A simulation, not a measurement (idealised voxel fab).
process module | voxel local oxidation
Xsec cut, 150 nm wide, square cell size 5 nm.
Just so we're on the same page, the cross-sections are grids of square cells, and they're listed out in bands top to bottom, each band one or more rows deep.
Heads up on the band format: heights come first, top then bottom, in nm. After that it's the materials left to right, each with its width in nm. A single material flagged "edge to edge" fills the whole band edge to edge, and "blank" means there's empty space there.
Ref level 0: as-received wafer is one material below here. Bottom band extends down with no lower bound ("from 0 down").
It should be noted that a width expressed as "30 to 40" varies in equal increments from row to row of cells within the band, taking the value of the first number at the top row and that of the second number at the bottom row.
Step note "nothing changed" = no cross-section cell changed.
The list in "Sealed cavities" covers empty spaces of 8 cells or more that cannot reach the top through any open way, and it gives each as width x height at distance; the distance is from the left edge, and width, height and distance are in nm.
Formally, on a step line, whatever follows the settings is a remark that the simulator itself makes on the step.
overlay nm: mask right of planned place by this much (step with mask). Neg. = left.
### Listed below are the process steps as planned
1) RECEIVE | material Si
2) CONFORMAL_DEP | material SiO2 | thk nm 5
3) CONFORMAL_DEP | material SiN | thk nm 10
4) MASKED_ETCH | tone cover | mask id ACTIVE | width nm 90 | etch materials SiN | depth nm 10 | overlay nm 0
5) SELECTIVE_ETCH | etch materials SiO2 | depth nm 5
6) OXIDIZE | depth nm 15
7) STRIP | etch materials SiN
### First out of two wafers; run went to plan
### As-received wafer cross-section (after step 1)
* from 0 down = Si edge to edge
* Sealed cavities: none
### You're looking at a cross-section of the wafer after step 2
* from 5 to 0 = SiO2 edge to edge
* Below a height of 0, the structure has not been altered.
### You're looking at a cross-section of the wafer after step 3
* from 15 to 5 = SiN edge to edge
* Below a height of 5, the structure has not been altered.
### You're looking at a cross-section of the wafer after step 4
* from 15 to 5 = blank=30 / SiN=90 / blank=30
* Below a height of 5, the structure has not been altered.
### You're looking at a cross-section of the wafer after step 5
* from 15 to 5 = blank=30 / SiN=90 / blank=30
* from 5 to 0 = blank=35 / SiO2=80 / blank=35
* Below a height of 0, the structure has not been altered.
### You're looking at a cross-section of the wafer after step 6
* from 15 to 5 = blank=30 / SiN=90 / blank=30
* from 5 to 0 = blank=35 / SiO2=80 / blank=35
* from 0 to -15 = SiO2=50 / Si=50 / SiO2=50
* Below a height of -15, the structure has not been altered.
### You're looking at a cross-section of the wafer after step 7
* from 5 to 0 = blank=35 / SiO2=80 / blank=35
* Below a height of 0, the structure has not been altered.
### Wafer two: like wafer one in start and plan, but with one mistake in execution; identical up to and including step 3
### Cross-section of the second wafer corresponding to the planned conclusion of step 4
* from 15 to 5 = SiN=30 / blank=90 / SiN=30
* Below a height of 5, the structure has not been altered.
### Cross-section of the second wafer corresponding to the planned conclusion of step 5
* from 15 to 5 = SiN=30 / blank=90 / SiN=30
* from 5 to 0 = SiO2=25 / blank=100 / SiO2=25
* Below a height of 0, the structure has not been altered.
### Cross-section of the second wafer corresponding to the planned conclusion of step 6
* from 15 to 5 = SiN=30 / blank=90 / SiN=30
* from 5 to 0 = SiO2=25 / blank=100 / SiO2=25
* from 0 to -15 = Si=10 / SiO2=130 / Si=10
* Below a height of -15, the structure has not been altered.
### Cross-section of the second wafer corresponding to the planned conclusion of step 7
* from 5 to 0 = SiO2=25 / blank=100 / SiO2=25
* Below a height of 0, the structure has not been altered.
So what did we get wrong on this run? step 4 changed vs plan, executed as MASKED_ETCH | tone open | mask id ACTIVE | width nm 90 | etch materials SiN | depth nm 10 | overlay nm 0
End check, counted in cells, second wafer has more or fewer of these materials than the first: Si -18; SiO2 +12
